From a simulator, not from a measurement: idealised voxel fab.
process module | voxel transistor to metal
Cross-sectional view cut (width: 160 nm; square cell size: 5 nm).
Square cells in a grid make up a cross-section in this document, and the grid is given as bands, listed from the top down, each one or more rows of cells. In this notation a band is specified by the heights of its top and bottom, in that order and in nm, after which its materials appear from left to right, each paired with its width in nm. The word "full width" attached to a single material means that material fills the band from edge to edge; the word "blank" stands for empty space. The level at which height equals 0 is the one under which the wafer, as it arrives, is entirely one material. No lower edge exists for the bottom band, which continues downward and is notated as in "from 0 down". Quick explanation for "30 to 40": the width changes in equal steps down the rows of cells, from the first number in the band's top row to the second number in its bottom row. Key: "identical to before" - step with no changed cell in the cross-section. Look at "Non-vented voids" for the closed voids: empty spaces with no open path to the top, sized 8 cells or up. Each is width x height at distance, distance from the left edge, all nm. Note: text after step settings on the step line = simulator remark on that step. "overlay nm" denotes, for a step that has a mask, the displacement of the mask to the right of its planned place, with negative values corresponding to the left.

**Here's what the planned process steps look like**
1. RECEIVE (material Si)
2. CONFORMAL_DEP (material SiO2; thk nm 5)
3. CONFORMAL_DEP (material SiN; thk nm 10)
4. PATTERN (tone cover; mask id ACTIVE; material resist; width nm 100; thk nm 20; overlay nm 0)
5. DIRECTIONAL_ETCH (etch materials SiN; depth nm 10)
6. DIRECTIONAL_ETCH (etch materials SiO2; depth nm 5)
7. DIRECTIONAL_ETCH (etch materials Si; depth nm 30)
8. STRIP (etch materials resist)
9. OXIDIZE (depth nm 5)
10. FILL_DEP (material SiO2; thk nm 15)
11. CMP (height nm 15)
12. SELECTIVE_ETCH (etch materials SiO2; depth nm 5)
13. STRIP (etch materials SiN)
14. SELECTIVE_ETCH (etch materials SiO2; depth nm 5)
15. OXIDIZE (depth nm 5)
16. DIRECTIONAL_DEP (material polySi; thk nm 25)
17. DIRECTIONAL_DEP (material SiCN; thk nm 15)
18. DIRECTIONAL_DEP (material aC; thk nm 15)
19. PATTERN (tone cover; mask id GATE; material resist; width nm 30; thk nm 30; overlay nm 0)
20. DIRECTIONAL_ETCH (etch materials aC; depth nm 15)
21. STRIP (etch materials resist)
22. DIRECTIONAL_ETCH (etch materials SiCN; depth nm 25)
23. DIRECTIONAL_ETCH (etch materials polySi; depth nm 35)
24. STRIP (etch materials aC)
25. CONFORMAL_DEP (material SiN; thk nm 5)
26. DIRECTIONAL_ETCH (etch materials SiN; depth nm 5)
27. DIRECTIONAL_ETCH (etch materials SiO2; depth nm 5)
28. DIRECTIONAL_ETCH (etch materials Si; depth nm 15)
29. EPI (material pSi; thk nm 15)
30. FILL_DEP (material SiO2; thk nm 10)
31. CMP (height nm 25)
32. STRIP (etch materials polySi)
33. SELECTIVE_ETCH (etch materials SiO2; depth nm 5)
34. CONFORMAL_DEP (material HfO2; thk nm 5)
35. CONFORMAL_DEP (material TiN; thk nm 5)
36. FILL_DEP (material W; thk nm 5)
37. CMP (height nm 20)
38. DIRECTIONAL_DEP (material SiO2; thk nm 10)
39. MASKED_ETCH (tone open; mask id CONTACT; width nm 15; pitch nm 75; etch materials SiO2; depth nm 35; overlay nm 0)
40. CONFORMAL_DEP (material TiN; thk nm 5)
41. FILL_DEP (material Ru; thk nm 5)
42. CMP (height nm 30)
43. CONFORMAL_DEP (material SiN; thk nm 5)
44. DIRECTIONAL_DEP (material SiO2; thk nm 25)
45. PATTERN (tone open; mask id METAL_1; material resist; width nm 15; pitch nm 75; thk nm 20; overlay nm 0)
46. DIRECTIONAL_ETCH (etch materials SiO2; depth nm 25)
47. DIRECTIONAL_ETCH (etch materials SiN; depth nm 5)
48. STRIP (etch materials resist)
49. CONFORMAL_DEP (material TiN; thk nm 5)
50. FILL_DEP (material Cu; thk nm 10)
51. CMP (height nm 60)
52. EPI (material Ru; thk nm 5)
53. FILL_DEP (material SiCN; thk nm 5)

**As-received state of the wafer in cross-section, equivalent to post-step 1**
	from 0 down = Si full width
	Non-vented voids: none

**The module was run from the start shown above using the plan shown above, but one mistake was made doing it; the resulting wafer cross-section is below**
	from 70 to 65 = SiCN full width
	from 65 to 60 = 30 nm SiCN | 25 nm Ru | 50 nm SiCN | 25 nm Ru | 30 nm SiCN
	from 60 to 35 = 35 nm SiO2 | 5 nm TiN | 5 nm Cu | 5 nm TiN | 60 nm SiO2 | 5 nm TiN | 5 nm Cu | 5 nm TiN | 35 nm SiO2
	from 35 to 30 = 35 nm SiN | 15 nm TiN | 60 nm SiN | 15 nm TiN | 35 nm SiN
	from 30 to 25 = 35 nm SiO2 | 5 nm TiN | 5 nm Ru | 5 nm TiN | 60 nm SiO2 | 5 nm TiN | 5 nm Ru | 5 nm TiN | 35 nm SiO2
	from 25 to 20 = 35 nm SiO2 | 15 nm TiN | 60 nm SiO2 | 15 nm TiN | 35 nm SiO2
	from 20 to 10 = 55 nm W | 5 nm TiN | 5 nm HfO2 | 5 nm SiN | 20 nm SiO2 | 5 nm SiN | 5 nm HfO2 | 5 nm TiN | 55 nm W
	from 10 to 5 = 30 nm TiN | 25 nm W | 5 nm TiN | 5 nm HfO2 | 5 nm SiN | 20 nm pSi | 5 nm SiN | 5 nm HfO2 | 5 nm TiN | 25 nm W | 30 nm TiN
	from 5 to 0 = 25 nm HfO2 | 35 nm TiN | 5 nm HfO2 | 5 nm SiN | 20 nm pSi | 5 nm SiN | 5 nm HfO2 | 35 nm TiN | 25 nm HfO2
	from 0 to -5 = 20 nm SiO2 | 50 nm HfO2 | 20 nm pSi | 50 nm HfO2 | 20 nm SiO2
	from -5 to -20 = 35 nm SiO2 | 35 nm Si | 20 nm pSi | 35 nm Si | 35 nm SiO2
	from -20 to -35 = 35 nm SiO2 | 90 nm Si | 35 nm SiO2
	from -35 down = Si full width
	Non-vented voids: none
Where did the run depart from the plan? step 19 was run on a setting that differed from the plan, and what really ran there is PATTERN (tone open; mask id GATE; material resist; width nm 30; thk nm 30; overlay nm 0)
